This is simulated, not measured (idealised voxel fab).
process module | voxel capacitor over wiring
cross-section cut | 300 nm wide | cells 5 nm
A cross-section is a grid of square cells, given in bands from the top down. A band is one or more rows of cells.
Each band's line starts with the height of the band's top and of its bottom, in nm. Then come its materials from left to right, each with its width in nm. One material with "throughout" fills the band from edge to edge. "air" is empty space.
Height 0 is the level under which the wafer as received is all one material. The lowest band goes on downwards, as in "0 down".
A width such as "30 to 40" changes by the same amount from each row of cells to the next, from the band's top row to its bottom row.
"no change" after a step means that no cell of the cross-section changed.
closed voids: empty space of 8 cells or more with no open way to the top, each as width x height at its distance from the left edge, in nm
after a step's settings: what the simulator itself notes on the step
overlay nm, on a step with a mask: how far to the right of its planned place the mask lay; to the left if negative
plan
1 op RECEIVE | material Si
2 op CONFORMAL_DEP | material SiO2 | thk nm 15
3 op DIRECTIONAL_DEP | material TiN | thk nm 5
4 op DIRECTIONAL_DEP | material Ru | thk nm 20
5 op PATTERN | tone cover | mask id METAL_1 | material resist | width nm 20 | pitch nm 75 | thk nm 20 | overlay nm 0
6 op DIRECTIONAL_ETCH | etch materials Ru | depth nm 20
7 op DIRECTIONAL_ETCH | etch materials TiN | depth nm 5
8 op STRIP | etch materials resist
9 op FILL_DEP | material SiO2 | thk nm 5
10 op CMP | height nm 40
11 op CONFORMAL_DEP | material SiCN | thk nm 5
12 op DIRECTIONAL_DEP | material lowk | thk nm 20
13 op MASKED_ETCH | tone open | mask id PLUG_1 | width nm 15 | etch materials lowk | depth nm 20 | overlay nm 0
14 op MASKED_ETCH | tone open | mask id PLUG_1 | width nm 15 | etch materials SiCN | depth nm 5 | overlay nm 0
15 op EPI | material Ru | thk nm 10
16 op EPI | material Ru | thk nm 10
17 op EPI | material Ru | thk nm 5
18 op DIRECTIONAL_DEP | material TiN | thk nm 5
19 op DIRECTIONAL_DEP | material SiN | thk nm 5
20 op DIRECTIONAL_DEP | material TiN | thk nm 10
21 op PATTERN | tone cover | mask id UPPER_PLATE | material resist | width nm 60 | thk nm 20 | overlay nm 0
22 op DIRECTIONAL_ETCH | etch materials TiN | depth nm 10
23 op DIRECTIONAL_ETCH | etch materials SiN | depth nm 5
24 op STRIP | etch materials resist
25 op MASKED_ETCH | tone cover | mask id LOWER_PLATE | width nm 70 | etch materials TiN | depth nm 5 | overlay nm 0
26 op FILL_DEP | material SiO2 | thk nm 15
27 op CMP | height nm 95
28 op PATTERN | tone open | mask id PLUG_2 | material resist | width nm 15 | thk nm 15 | overlay nm 0
29 op DIRECTIONAL_ETCH | etch materials SiO2 | depth nm 10
30 op STRIP | etch materials resist
31 op CONFORMAL_DEP | material TiN | thk nm 5
32 op FILL_DEP | material W | thk nm 10
33 op CMP | height nm 95
34 op CONFORMAL_DEP | material SiCN | thk nm 5
as received, after step 1
  0 down: Si throughout
  closed voids: none
first wafer at the end, as planned
  100 to 95: SiCN throughout
  95 to 90: SiO2 115 | TiN 5 | W 5 | TiN 5 | SiO2 170
  90 to 85: SiO2 115 | TiN 15 | SiO2 170
  85 to 75: SiO2 105 | TiN 60 | SiO2 135
  75 to 70: SiO2 105 | SiN 60 | SiO2 135
  70 to 65: SiO2 100 | TiN 70 | SiO2 130
  65 to 45: lowk 105 | Ru 15 | lowk 180
  45 to 40: SiCN 105 | Ru 15 | SiCN 180
  40 to 20: SiO2 100 | Ru 20 | SiO2 55 | Ru 20 | SiO2 105
  20 to 15: SiO2 100 | TiN 20 | SiO2 55 | TiN 20 | SiO2 105
  15 to 0: SiO2 throughout
  0 down: Si throughout
  closed voids: none
second wafer at the end: like start, like plan, one mistake
  100 to 95: SiCN throughout
  95 to 90: SiO2 115 | TiN 5 | W 5 | TiN 5 | SiO2 170
  90 to 85: SiO2 115 | TiN 15 | SiO2 170
  85 to 75: SiO2 105 | TiN 60 | SiO2 135
  75 to 70: SiO2 100 | TiN 70 | SiO2 130
  70 to 65: SiN throughout
  65 to 45: lowk 105 | Ru 15 | lowk 180
  45 to 40: SiCN 105 | Ru 15 | SiCN 180
  40 to 20: SiO2 100 | Ru 20 | SiO2 55 | Ru 20 | SiO2 105
  20 to 15: SiO2 100 | TiN 20 | SiO2 55 | TiN 20 | SiO2 105
  15 to 0: SiO2 throughout
  0 down: Si throughout
  closed voids: none
what went wrong: steps 18 and 19 were swapped
at the end the second wafer has, in cells: 48 more of SiN | 48 fewer of SiO2
